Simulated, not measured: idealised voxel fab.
The following is a process module called voxel spacer lines.
200 nm wide, 5 nm square cells: that's cross-section cut.
Heads up, the way a cross-section reads in here is a grid of square cells, handed over as bands from the top down, with every band being one or more rows of cells.
Band: top height; bottom height; in nm. Then, left to right: material with width in nm, for each material. "full width": a single material spanning edge to edge. "air": empty space.
Below 0: as-received wafer, all one material; heights counted from there. Lowest band: no bottom, goes on down, written "0 down".
Quick explanation for "30 to 40": the width changes in equal steps down the rows of cells, from the first number in the band's top row to the second number in its bottom row.
"identical to before" for a step: no cell of the cross-section changed in that step.
In "Fully enclosed voids" the enclosed voids are listed, meaning empty spaces of 8 cells or larger without any opening to the top. The form is width x height at distance, distance from the left edge, units nm.
Text after the settings on a step's line: the simulator's own remark on that step.
Regarding "overlay nm": on a step with a mask, it is the distance the mask lay to the right of its planned place; a negative value places it to the left.
### Steps planned for the process
1. RECEIVE [material Si]
2. CONFORMAL_DEP [material Al2O3] [thk nm 10]
3. DIRECTIONAL_DEP [material W] [thk nm 20]
4. DIRECTIONAL_DEP [material aC] [thk nm 20]
5. PATTERN [tone cover] [mask id MANDREL] [material resist] [width nm 20] [pitch nm 60] [thk nm 25] [overlay nm 0]
6. DIRECTIONAL_ETCH [etch materials aC] [depth nm 20]
7. STRIP [etch materials resist]
8. CONFORMAL_DEP [material SiN] [thk nm 10]
9. DIRECTIONAL_ETCH [etch materials SiN] [depth nm 10]
10. STRIP [etch materials aC]
11. DIRECTIONAL_ETCH [etch materials W] [depth nm 20]
12. STRIP [etch materials SiN]
### Here's what the wafer looked like in cross-section when it arrived - that's after step 1
0 down = Si full width
Fully enclosed voids: none
### End-of-module XS, first of two wafers, run as planned
30 to 10 = air 20 nm / W 10 nm / air 20 nm / W 10 nm / air 20 nm / W 10 nm / air 20 nm / W 10 nm / air 20 nm / W 10 nm / air 20 nm / W 10 nm / air 20 nm
10 to 0 = Al2O3 full width
0 down = Si full width
Fully enclosed voids: none
### The second wafer, shown in cross-section after the module: started the same way as the first and given the same plan, yet one mistake crept into how it was run
50 to 30 = air 30 nm / aC 20 nm / air 40 nm / aC 20 nm / air 40 nm / aC 20 nm / air 30 nm
30 to 10 = air 30 nm / W 20 nm / air 40 nm / W 20 nm / air 40 nm / W 20 nm / air 30 nm
10 to 0 = Al2O3 full width
0 down = Si full width
Fully enclosed voids: none
What was the processing mistake? step 10 was run on a setting that differed from the plan, and what really ran there is STRIP [etch materials SiN]
Heads up, by the end the second wafer has more or fewer cells of some materials compared to the first: +48 aC
